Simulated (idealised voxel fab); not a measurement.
voxel fin reveal: a process module
For reference, the cross-section in this document is cut, with width 215 nm and square cells of 5 nm.
When this document writes out a cross-section, it uses a grid of square cells and lists it as bands, beginning at the top and moving down, with a band standing for one or more rows of cells. Read a band's entry like this: the first values are the height of its top and the height of its bottom in nm, and what follows is the sequence of materials from left to right, each with its width in nm. Note that "air" is empty space, and that a single material marked "edge to edge" reaches across the band from edge to edge. Measure heights from 0. That's the level where, below it, the as-received wafer is all one material. The lowest band is bottomless and extends downward; write it as in "top 0, no bottom". Note: "30..40" means the width goes from the first number (top row of the band) to the second number (bottom row) in equal steps per row of cells. No cell of the cross-section changed in a step that is given as "nothing changed". Reported under the label "Fully enclosed voids" are the empty spaces having no open way to the top and comprising 8 cells or more; the notation for each is width x height at distance, in which the distance is measured from the left edge and all three values are in nm. Note: text after step settings on the step line = simulator remark on that step. A step line may carry the setting "overlay nm", which, for steps involving a mask, states the distance by which the mask lay to the right of its intended position; negative values denote displacement to the left.
## Below is the list of planned process steps
1: RECEIVE,material Si
2: CONFORMAL_DEP,material SiN,thk nm 5
3: PATTERN,tone cover,mask id FINS,material resist,width nm 15,pitch nm 45,thk nm 15,overlay nm 0
4: DIRECTIONAL_ETCH,etch materials SiN,depth nm 5
5: DIRECTIONAL_ETCH,etch materials Si,depth nm 30
6: STRIP,etch materials resist
7: FILL_DEP,material SiO2,thk nm 10
8: CMP,height nm 5
9: SELECTIVE_ETCH,etch materials SiO2,depth nm 20
10: STRIP,etch materials SiN
## Step 1 complete: cross-section of the wafer as received
* top 0, no bottom: Si edge to edge
* Fully enclosed voids: none
## The cross-section shown corresponds to the wafer at the conclusion of the module. The initial structure and the process plan are those presented above; however, one mistake occurred in executing the plan
* top 5, bottom 0: air 75 | SiN 15 | air 30 | SiN 15 | air 80
* top 0, bottom -30: air 75 | Si 15 | air 30 | Si 15 | air 80
* top -30, no bottom: Si edge to edge
* Fully enclosed voids: none
In executing the process, a mistake was made relative to the plan: heads up, step 10 didn't go per plan, it actually ran as STRIP,etch materials SiO2
